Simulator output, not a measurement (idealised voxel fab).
Documented hereafter: the process module known as voxel transistor to metal.
Pictured: cross-section cut, 175 nm wide, on a grid of 5 nm square cells.
If you're reading a cross-section in this doc, picture square cells in a grid; it comes to you as bands, top ones listed first down to the bottom, and a band can be one or more rows of cells.
Each band's line starts with the height of the band's top and of its bottom, in nm. Then come its materials from left to right, each with its width in nm. One material with "everywhere" fills the band from edge to edge. "air" is empty space.
The reference from which all heights are counted is 0, the level beneath which the as-received wafer is entirely one material; the lowest band, having no lower bound, proceeds downward and is written after the example "0 nm and below".
The two numbers in a width such as "30 to 40" mark its ends across the band: the first belongs to the top row of cells, the second to the bottom row, and from each row to the next the width moves by the same amount.
It should be understood that the words "no change", when stated for a given step, signify that the cross-section underwent no change in any of its cells during that step.
"Enclosed void inventory" specifies each empty space that is not open to the top and that occupies no fewer than 8 cells, using the form width x height at distance, the distance measured from the left edge and all three quantities in nm.
Read whatever lies past the settings on a step's line as the simulator's own remark about the step.
overlay nm: right-of-plan distance of the mask on a masked step; negative values mean left-of-plan.

[Process steps - plan]
- 1: op RECEIVE | material Si
- 2: op CONFORMAL_DEP | material SiO2 | thk nm 5
- 3: op CONFORMAL_DEP | material SiN | thk nm 10
- 4: op DIRECTIONAL_DEP | material aC | thk nm 10
- 5: op PATTERN | tone cover | mask id ACTIVE | material resist | width nm 110 | thk nm 30 | overlay nm 0
- 6: op DIRECTIONAL_ETCH | etch materials aC | depth nm 10
- 7: op STRIP | etch materials resist
- 8: op DIRECTIONAL_ETCH | etch materials SiN | depth nm 10
- 9: op DIRECTIONAL_ETCH | etch materials SiO2 | depth nm 5
- 10: op DIRECTIONAL_ETCH | etch materials Si | depth nm 35
- 11: op STRIP | etch materials aC
- 12: op OXIDIZE | depth nm 5
- 13: op FILL_DEP | material SiO2 | thk nm 5
- 14: op CMP | height nm 15
- 15: op SELECTIVE_ETCH | etch materials SiO2 | depth nm 5
- 16: op STRIP | etch materials SiN
- 17: op SELECTIVE_ETCH | etch materials SiO2 | depth nm 5
- 18: op OXIDIZE | depth nm 5
- 19: op DIRECTIONAL_DEP | material polySi | thk nm 30
- 20: op DIRECTIONAL_DEP | material SiCN | thk nm 15
- 21: op DIRECTIONAL_DEP | material aC | thk nm 10
- 22: op PATTERN | tone cover | mask id GATE | material resist | width nm 20 | thk nm 25 | overlay nm 0
- 23: op DIRECTIONAL_ETCH | etch materials aC | depth nm 10
- 24: op STRIP | etch materials resist
- 25: op DIRECTIONAL_ETCH | etch materials SiCN | depth nm 25
- 26: op DIRECTIONAL_ETCH | etch materials polySi | depth nm 40
- 27: op STRIP | etch materials aC
- 28: op CONFORMAL_DEP | material SiO2 | thk nm 5
- 29: op DIRECTIONAL_ETCH | etch materials SiO2 | depth nm 5
- 30: op CONFORMAL_DEP | material SiN | thk nm 10
- 31: op DIRECTIONAL_ETCH | etch materials SiN | depth nm 10
- 32: op DIRECTIONAL_ETCH | etch materials SiO2 | depth nm 5
- 33: op DIRECTIONAL_ETCH | etch materials Si | depth nm 15
- 34: op EPI | material SiGe | thk nm 15
- 35: op FILL_DEP | material SiO2 | thk nm 10
- 36: op CMP | height nm 45
- 37: op DIRECTIONAL_DEP | material SiO2 | thk nm 10
- 38: op DIRECTIONAL_DEP | material aC | thk nm 15
- 39: op PATTERN | tone open | mask id CONTACT | material resist | width nm 30 | pitch nm 60 | thk nm 35 | overlay nm 0
- 40: op DIRECTIONAL_ETCH | etch materials aC | depth nm 15
- 41: op STRIP | etch materials resist
- 42: op DIRECTIONAL_ETCH | etch materials SiO2 | depth nm 45
- 43: op STRIP | etch materials aC
- 44: op CONFORMAL_DEP | material TiN | thk nm 5
- 45: op FILL_DEP | material W | thk nm 5
- 46: op CMP | height nm 55
- 47: op DIRECTIONAL_DEP | material TiN | thk nm 5
- 48: op DIRECTIONAL_DEP | material W | thk nm 25
- 49: op PATTERN | tone cover | mask id METAL_1 | material resist | width nm 20 | pitch nm 70 | thk nm 15 | overlay nm -15
- 50: op DIRECTIONAL_ETCH | etch materials W | depth nm 25
- 51: op DIRECTIONAL_ETCH | etch materials TiN | depth nm 5
- 52: op STRIP | etch materials resist
- 53: op CONFORMAL_DEP | material SiN | thk nm 5
- 54: op FILL_DEP | material lowk | thk nm 5
- 55: op CMP | height nm 85
- 56: op CONFORMAL_DEP | material SiCN | thk nm 5
- 57: op DIRECTIONAL_DEP | material lowk | thk nm 35
- 58: op MASKED_ETCH | tone open | mask id METAL_2 | width nm 20 | pitch nm 70 | etch materials lowk | depth nm 20 | overlay nm 0
- 59: op DIRECTIONAL_DEP | material aC | thk nm 15
- 60: op PATTERN | tone open | mask id METAL_2_HOLES | material resist | width nm 15 | pitch nm 70 | thk nm 35 | overlay nm 0
- 61: op DIRECTIONAL_ETCH | etch materials aC | depth nm 15
- 62: op STRIP | etch materials resist
- 63: op DIRECTIONAL_ETCH | etch materials lowk | depth nm 15
- 64: op DIRECTIONAL_ETCH | etch materials SiCN | depth nm 5
- 65: op STRIP | etch materials aC
- 66: op CONFORMAL_DEP | material TiN | thk nm 5
- 67: op FILL_DEP | material Ru | thk nm 5
- 68: op CMP | height nm 125
- 69: op CONFORMAL_DEP | material SiN | thk nm 5
The overlay nm used in step 49 is not the same on every wafer, whereas the starting condition is; the value printed in the plan is the first wafer's.

[So this is the first of several wafers, cross-sectioned as it came to us, meaning it's at the end of step 1]
- 0 nm and below | Si everywhere
- Enclosed void inventory: none

[Cross-section after step 69, the final step of the module, for the first of several wafers]
- 130 nm to 125 nm | SiN everywhere
- 125 nm to 110 nm | lowk=40, TiN=5, Ru=10, TiN=5, lowk=50, TiN=5, Ru=10, TiN=5, lowk=45
- 110 nm to 105 nm | lowk=40, TiN=5, Ru=5, TiN=10, lowk=50, TiN=5, Ru=5, TiN=10, lowk=45
- 105 nm to 90 nm | lowk=40, TiN=5, Ru=5, TiN=5, lowk=55, TiN=5, Ru=5, TiN=5, lowk=50
- 90 nm to 85 nm | SiCN=40, TiN=15, SiCN=55, TiN=15, SiCN=50
- 85 nm to 60 nm | lowk=20, SiN=5, W=20, SiN=5, lowk=40, SiN=5, W=20, SiN=5, lowk=55
- 60 nm to 55 nm | SiN=25, TiN=20, SiN=50, TiN=20, SiN=60
- 55 nm to 45 nm | SiO2=40, TiN=5, W=20 to 10, TiN=5 to 15, SiO2=30, TiN=5 to 15, W=20 to 10, TiN=5, SiO2=45
- 45 nm to 30 nm | SiO2=40, TiN=5, W=10, TiN=5, SiN=10, SiO2=5, SiCN=20, SiO2=5, SiN=10, TiN=5, W=10, TiN=5, SiO2=45
- 30 nm to 15 nm | SiO2=40, TiN=5, W=10, TiN=5, SiN=10, SiO2=5, polySi=20, SiO2=5, SiN=10, TiN=5, W=10, TiN=5, SiO2=45
- 15 nm to 10 nm | SiO2=40, TiN=20, SiN=10, SiO2=5, polySi=20, SiO2=5, SiN=10, TiN=20, SiO2=45
- 10 nm to 5 nm | SiO2=35, SiGe=25, SiN=10, SiO2=5, polySi=20, SiO2=5, SiN=10, SiGe=25, SiO2=40
- 5 nm to 0 nm | SiO2=30, SiN=10, SiGe=20, SiN=10, SiO2=5, polySi=20, SiO2=5, SiN=10, SiGe=20, SiN=10, SiO2=35
- 0 nm to -5 nm | SiO2=40, SiGe=20, SiO2=50, SiGe=20, SiO2=45
- -5 nm to -20 nm | SiO2=35, Si=5, SiGe=20, Si=50, SiGe=20, Si=5, SiO2=40
- -20 nm to -40 nm | SiO2=35, Si=100, SiO2=40
- -40 nm and below | Si everywhere
- Enclosed void inventory: none

[So this is the cross-section on the last wafer at the end of the module]
- 130 nm to 125 nm | SiN everywhere
- 125 nm to 110 nm | lowk=40, TiN=5, Ru=10, TiN=5, lowk=50, TiN=5, Ru=10, TiN=5, lowk=45
- 110 nm to 105 nm | lowk=40, TiN=5, Ru=5, TiN=10, lowk=50, TiN=5, Ru=5, TiN=10, lowk=45
- 105 nm to 90 nm | lowk=40, TiN=5, Ru=5, TiN=5, lowk=55, TiN=5, Ru=5, TiN=5, lowk=50
- 90 nm to 85 nm | SiCN=40, TiN=15, SiCN=55, TiN=15, SiCN=50
- 85 nm to 60 nm | lowk=50, SiN=5, W=20, SiN=5, lowk=40, SiN=5, W=20, SiN=5, lowk=25
- 60 nm to 55 nm | SiN=55, TiN=20, SiN=50, TiN=20, SiN=30
- 55 nm to 45 nm | SiO2=40, TiN=5, W=20 to 10, TiN=5 to 15, SiO2=30, TiN=5 to 15, W=20 to 10, TiN=5, SiO2=45
- 45 nm to 30 nm | SiO2=40, TiN=5, W=10, TiN=5, SiN=10, SiO2=5, SiCN=20, SiO2=5, SiN=10, TiN=5, W=10, TiN=5, SiO2=45
- 30 nm to 15 nm | SiO2=40, TiN=5, W=10, TiN=5, SiN=10, SiO2=5, polySi=20, SiO2=5, SiN=10, TiN=5, W=10, TiN=5, SiO2=45
- 15 nm to 10 nm | SiO2=40, TiN=20, SiN=10, SiO2=5, polySi=20, SiO2=5, SiN=10, TiN=20, SiO2=45
- 10 nm to 5 nm | SiO2=35, SiGe=25, SiN=10, SiO2=5, polySi=20, SiO2=5, SiN=10, SiGe=25, SiO2=40
- 5 nm to 0 nm | SiO2=30, SiN=10, SiGe=20, SiN=10, SiO2=5, polySi=20, SiO2=5, SiN=10, SiGe=20, SiN=10, SiO2=35
- 0 nm to -5 nm | SiO2=40, SiGe=20, SiO2=50, SiGe=20, SiO2=45
- -5 nm to -20 nm | SiO2=35, Si=5, SiGe=20, Si=50, SiGe=20, Si=5, SiO2=40
- -20 nm to -40 nm | SiO2=35, Si=100, SiO2=40
- -40 nm and below | Si everywhere
- Enclosed void inventory: none

[Table: wafers, a row each; end-of-module cell change per material since receipt, gain (+), loss (-); then closed voids]
overlay nm -15 | +20 Ru | -164 Si | +41 SiCN | +50 SiGe | +122 SiN | +343 SiO2 | +88 TiN | +76 W | +310 lowk | +24 polySi | Enclosed void inventory: none
overlay nm -10 | +20 Ru | -164 Si | +41 SiCN | +50 SiGe | +122 SiN | +343 SiO2 | +88 TiN | +76 W | +310 lowk | +24 polySi | Enclosed void inventory: none
overlay nm -5 | +20 Ru | -164 Si | +41 SiCN | +50 SiGe | +122 SiN | +343 SiO2 | +88 TiN | +76 W | +310 lowk | +24 polySi | Enclosed void inventory: none
overlay nm 0 | +20 Ru | -164 Si | +41 SiCN | +50 SiGe | +122 SiN | +343 SiO2 | +88 TiN | +76 W | +310 lowk | +24 polySi | Enclosed void inventory: none
overlay nm 5 | +20 Ru | -164 Si | +41 SiCN | +50 SiGe | +122 SiN | +343 SiO2 | +88 TiN | +76 W | +310 lowk | +24 polySi | Enclosed void inventory: none
overlay nm 10 | +20 Ru | -164 Si | +41 SiCN | +50 SiGe | +122 SiN | +343 SiO2 | +88 TiN | +76 W | +310 lowk | +24 polySi | Enclosed void inventory: none
overlay nm 15 | +20 Ru | -164 Si | +41 SiCN | +50 SiGe | +122 SiN | +343 SiO2 | +88 TiN | +76 W | +310 lowk | +24 polySi | Enclosed void inventory: none
